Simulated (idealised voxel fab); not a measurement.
Title: Process Module voxel wiring stack
FYI the section here is cut, 200 nm wide, cells are 5 nm squares.
If you're reading a cross-section in this doc, picture square cells in a grid; it comes to you as bands, top ones listed first down to the bottom, and a band can be one or more rows of cells. Band entry format. Leading values: height of top, height of bottom, nm. Remainder: materials in left-to-right order, each with its width in nm. Special words: "edge to edge" on a single material, which then fills the band edge to edge; "air", empty space. Measure heights from 0. That's the level where, below it, the as-received wafer is all one material. The lowest band is bottomless and extends downward; write it as in "from 0 down". A two-number width, for instance "30->40", indicates that the width is equal to the first number in the top row of the band and to the second number in the bottom row, and that it changes by a constant amount per row of cells. "nothing was modified", as given for a step, is the statement that not any cell of the cross-section underwent a change during that step. Heads up: "Closed-off voids" only lists the empty pockets with no open path to the top that are 8 cells or more, and it writes them as width x height at distance, distance from the left edge, in nm. If you see something after the settings on a step's line, that's the simulator's own remark about that step. overlay nm: mask offset rightward from planned place, masked step; negative means leftward offset.
PROCESS STEPS FORESEEN IN THE PLAN
step 1: RECEIVE: material Si
step 2: CONFORMAL_DEP: material SiO2, thk nm 10
step 3: DIRECTIONAL_DEP: material TiN, thk nm 5
step 4: DIRECTIONAL_DEP: material Ru, thk nm 25
step 5: PATTERN: tone cover, mask id METAL_1, material resist, width nm 30, pitch nm 45, thk nm 20, overlay nm 0
step 6: DIRECTIONAL_ETCH: etch materials Ru, depth nm 25
step 7: DIRECTIONAL_ETCH: etch materials TiN, depth nm 5
step 8: STRIP: etch materials resist
step 9: FILL_DEP: material SiO2, thk nm 10
step 10: CMP: height nm 40
step 11: CONFORMAL_DEP: material SiCN, thk nm 5
step 12: DIRECTIONAL_DEP: material lowk, thk nm 10
step 13: PATTERN: tone open, mask id PLUG_1, material resist, width nm 15, pitch nm 45, thk nm 15, overlay nm 0
step 14: DIRECTIONAL_ETCH: etch materials lowk, depth nm 10
step 15: DIRECTIONAL_ETCH: etch materials SiCN, depth nm 5
step 16: STRIP: etch materials resist
step 17: CONFORMAL_DEP: material TiN, thk nm 5
step 18: FILL_DEP: material Cu, thk nm 5
step 19: CMP: height nm 55
step 20: CONFORMAL_DEP: material SiCN, thk nm 5
step 21: DIRECTIONAL_DEP: material lowk, thk nm 25
step 22: PATTERN: tone open, mask id METAL_2, material resist, width nm 30, pitch nm 45, thk nm 15, overlay nm 0
step 23: DIRECTIONAL_ETCH: etch materials lowk, depth nm 25
step 24: DIRECTIONAL_ETCH: etch materials SiCN, depth nm 5
step 25: STRIP: etch materials resist
step 26: CONFORMAL_DEP: material TiN, thk nm 5
step 27: FILL_DEP: material Ru, thk nm 10
step 28: CMP: height nm 85
step 29: EPI: material Ru, thk nm 5
step 30: FILL_DEP: material SiCN, thk nm 5
AS-RECEIVED WAFER CROSS-SECTION (AFTER STEP 1)
  from 0 down: Si edge to edge
  Closed-off voids: none
CROSS-SECTION, FIRST OF TWO WAFERS, END OF MODULE, RUN AS PLANNED
  from 95 to 90: SiCN edge to edge
  from 90 to 85: 35 SiCN  40 Ru  5 SiCN  40 Ru  5 SiCN  40 Ru  35 SiCN
  from 85 to 60: 40 lowk  5 TiN  20 Ru  5 TiN  15 lowk  5 TiN  20 Ru  5 TiN  15 lowk  5 TiN  20 Ru  5 TiN  40 lowk
  from 60 to 55: 40 SiCN  30 TiN  15 SiCN  30 TiN  15 SiCN  30 TiN  40 SiCN
  from 55 to 45: 40 lowk  5 TiN  5 Cu  5 TiN  30 lowk  5 TiN  5 Cu  5 TiN  30 lowk  5 TiN  5 Cu  5 TiN  55 lowk
  from 45 to 40: 40 SiCN  15 TiN  30 SiCN  15 TiN  30 SiCN  15 TiN  55 SiCN
  from 40 to 15: 40 SiO2  30 Ru  15 SiO2  30 Ru  15 SiO2  30 Ru  40 SiO2
  from 15 to 10: 40 SiO2  30 TiN  15 SiO2  30 TiN  15 SiO2  30 TiN  40 SiO2
  from 10 to 0: SiO2 edge to edge
  from 0 down: Si edge to edge
  Closed-off voids: none
THIS IS THE SECOND OF THE TWO WAFERS, CROSS-SECTIONED AT THE END OF THE MODULE; IT STARTED EXACTLY LIKE THE FIRST AND WAS GIVEN THE SAME PLAN, BUT IT WAS RUN WITH ONE MISTAKE
  from 95 to 90: SiCN edge to edge
  from 90 to 85: 45 Ru  20 SiCN  25 Ru  20 SiCN  25 Ru  20 SiCN  45 Ru
  from 85 to 60: 35 Ru  5 TiN  30 lowk  5 TiN  5 Ru  5 TiN  30 lowk  5 TiN  5 Ru  5 TiN  30 lowk  5 TiN  35 Ru
  from 60 to 55: 40 TiN  30 SiCN  15 TiN  30 SiCN  15 TiN  30 SiCN  40 TiN
  from 55 to 45: 40 lowk  5 TiN  5 Cu  5 TiN  30 lowk  5 TiN  5 Cu  5 TiN  30 lowk  5 TiN  5 Cu  5 TiN  55 lowk
  from 45 to 40: 40 SiCN  15 TiN  30 SiCN  15 TiN  30 SiCN  15 TiN  55 SiCN
  from 40 to 15: 40 SiO2  30 Ru  15 SiO2  30 Ru  15 SiO2  30 Ru  40 SiO2
  from 15 to 10: 40 SiO2  30 TiN  15 SiO2  30 TiN  15 SiO2  30 TiN  40 SiO2
  from 10 to 0: SiO2 edge to edge
  from 0 down: Si edge to edge
  Closed-off voids: none
Deviation from plan: off-plan run, step 22, actual operation and settings PATTERN: tone cover, mask id METAL_2, material resist, width nm 30, pitch nm 45, thk nm 15, overlay nm 0
at the end the second wafer has, in cells: Ru: 24 more, SiCN: 8 fewer, TiN: 4 more, lowk: 20 fewer
